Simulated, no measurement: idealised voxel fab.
Module name: voxel gate over fins (process module)
Cross-sectional view cut (width: 195 nm; square cell size: 5 nm).
Cross-section format: a grid of square cells, given as bands from top to bottom; each band is one or more rows of cells. Heights first: top, then bottom, in nm. Then materials, left to right, each with a width in nm. "full width" on a single material: fills the band edge to edge. "empty": empty space. Heights are expressed relative to 0, this being the level below which the as-received wafer comprises one material exclusively. The lowest band is unbounded in the downward direction and is denoted as in "from 0 down". A width given as "30..40" starts at the first number in the band's top row and ends at the second number in its bottom row, shifting by an equal amount at every step from row to row. For the purposes of this document, the phrase "changes: none" attached to a step denotes that no cell within the cross-section was modified by that step. "Closed internal cavities": empty spaces of 8 cells or more with no open way to the top, each given as width x height at distance, distance from the left edge, all in nm. That trailing text on a step's line, after the settings, is the simulator's own remark on the step. "overlay nm", when on a step's line for a step with a mask, measures how far to the right of its planned place the mask lay; a negative measure means to the left.
So here's the lineup of process steps we planned:
step 1: RECEIVE (material Si)
step 2: CONFORMAL_DEP (material SiN; thk nm 5)
step 3: DIRECTIONAL_DEP (material aC; thk nm 10)
step 4: PATTERN (tone cover; mask id FINS; material resist; width nm 15; pitch nm 40; thk nm 25; overlay nm 0)
step 5: DIRECTIONAL_ETCH (etch materials aC; depth nm 10)
step 6: STRIP (etch materials resist)
step 7: DIRECTIONAL_ETCH (etch materials SiN; depth nm 5)
step 8: DIRECTIONAL_ETCH (etch materials Si; depth nm 40)
step 9: STRIP (etch materials aC)
step 10: OXIDIZE (depth nm 5)
step 11: FILL_DEP (material SiO2; thk nm 15)
step 12: CMP (height nm 5)
step 13: SELECTIVE_ETCH (etch materials SiO2; depth nm 15)
step 14: STRIP (etch materials SiN)
step 15: CONFORMAL_DEP (material HfO2; thk nm 5)
step 16: CONFORMAL_DEP (material TiN; thk nm 5)
step 17: CONFORMAL_DEP (material TiAl; thk nm 5)
step 18: CONFORMAL_DEP (material TiN; thk nm 5)
step 19: FILL_DEP (material W; thk nm 10)
step 20: CMP (height nm 25)
step 21: CONFORMAL_DEP (material SiN; thk nm 10)
Don't read the plan's width nm for step 4 as applying to every wafer: that's the first wafer's value, and the wafers differ in it, though they all start identical.
Here's the first of the wafers in cross-section, just as we got it, i.e. after step 1:
    from 0 down = Si full width
    Closed internal cavities: none
Per-wafer rows below. For each material: cells gained (+) or lost (-) since the wafer was received, as of end of module. Then: closed voids:
width nm 15, +47 HfO2, -333 Si, +78 SiN, +259 SiO2, +47 TiAl, +92 TiN, +83 W, Closed internal cavities: none
width nm 20, +47 HfO2, -315 Si, +78 SiN, +245 SiO2, +47 TiAl, +90 TiN, +81 W, Closed internal cavities: none
width nm 25, +47 HfO2, -297 Si, +78 SiN, +231 SiO2, +45 TiAl, +90 TiN, +79 W, Closed internal cavities: none
